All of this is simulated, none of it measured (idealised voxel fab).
The process module presented herein is designated voxel ribs on slabs.
Xsec cut, 275 nm wide, square cell size 5 nm.
Just so we're on the same page, the cross-sections are grids of square cells, and they're listed out in bands top to bottom, each band one or more rows deep.
Per band: top height and bottom height in nm, followed by the left-to-right materials and their widths in nm; "throughout" marks a single material spanning edge to edge, "empty" marks empty space.
For the purposes of this specification, 0 denotes the height below which the wafer in its as-received condition is composed wholly of one material, and the lowermost band, lacking a lower limit, extends downward without end, as expressed in "0..down".
Read "30->40" as a graded width: first number on top, second number at the bottom, same change between each pair of neighbouring rows.
No cell of the cross-section changed in a step that is given as "identical to before".
The list in "Closed internal cavities" covers empty spaces of 8 cells or more that cannot reach the top through any open way, and it gives each as width x height at distance; the distance is from the left edge, and width, height and distance are in nm.
That trailing text on a step's line, after the settings, is the simulator's own remark on the step.
overlay nm: step with mask; distance mask lay right of planned place; negative value = left of planned place.
**Here's what the planned process steps look like**
1,RECEIVE with material Si
2,DIRECTIONAL_DEP with material SiO2, thk nm 30
3,DIRECTIONAL_DEP with material polySi, thk nm 25
4,MASKED_ETCH with tone cover, mask id RIB, width nm 15, etch materials polySi, depth nm 15, overlay nm 0
5,PATTERN with tone cover, mask id SLAB, material resist, width nm 75, thk nm 15, overlay nm 0
6,DIRECTIONAL_ETCH with etch materials polySi, depth nm 10
7,STRIP with etch materials resist
8,FILL_DEP with material SiO2, thk nm 25
9,CMP with height nm 75
10,DIRECTIONAL_DEP with material W, thk nm 5
11,DIRECTIONAL_DEP with material aC, thk nm 5
12,PATTERN with tone cover, mask id HEATER, material resist, width nm 25, thk nm 30, overlay nm 0
13,DIRECTIONAL_ETCH with etch materials aC, depth nm 15
14,STRIP with etch materials resist
15,DIRECTIONAL_ETCH with etch materials W, depth nm 5
16,STRIP with etch materials aC
17,CONFORMAL_DEP with material SiO2, thk nm 10
What sets these wafers apart? The thk nm at step 11. They all start alike, and the plan carries the first wafer's value.
**The first of several wafers as received, shown in cross-section; this is its state after step 1**
    0..down | Si throughout
    Closed internal cavities: none
**Per wafer (row), end of module: delta in cells per material since receipt, (+) for gained, (-) for lost; closed voids after that**
thk nm 5 | +900 SiO2 | +5 W | +39 polySi | Closed internal cavities: none
thk nm 10 | +900 SiO2 | +5 W | +39 polySi | Closed internal cavities: none
thk nm 15 | +900 SiO2 | +5 W | +39 polySi | Closed internal cavities: none
thk nm 20 | +896 SiO2 | +55 W | +39 polySi | Closed internal cavities: none
thk nm 25 | +896 SiO2 | +55 W | +39 polySi | Closed internal cavities: none
thk nm 30 | +896 SiO2 | +55 W | +39 polySi | Closed internal cavities: none
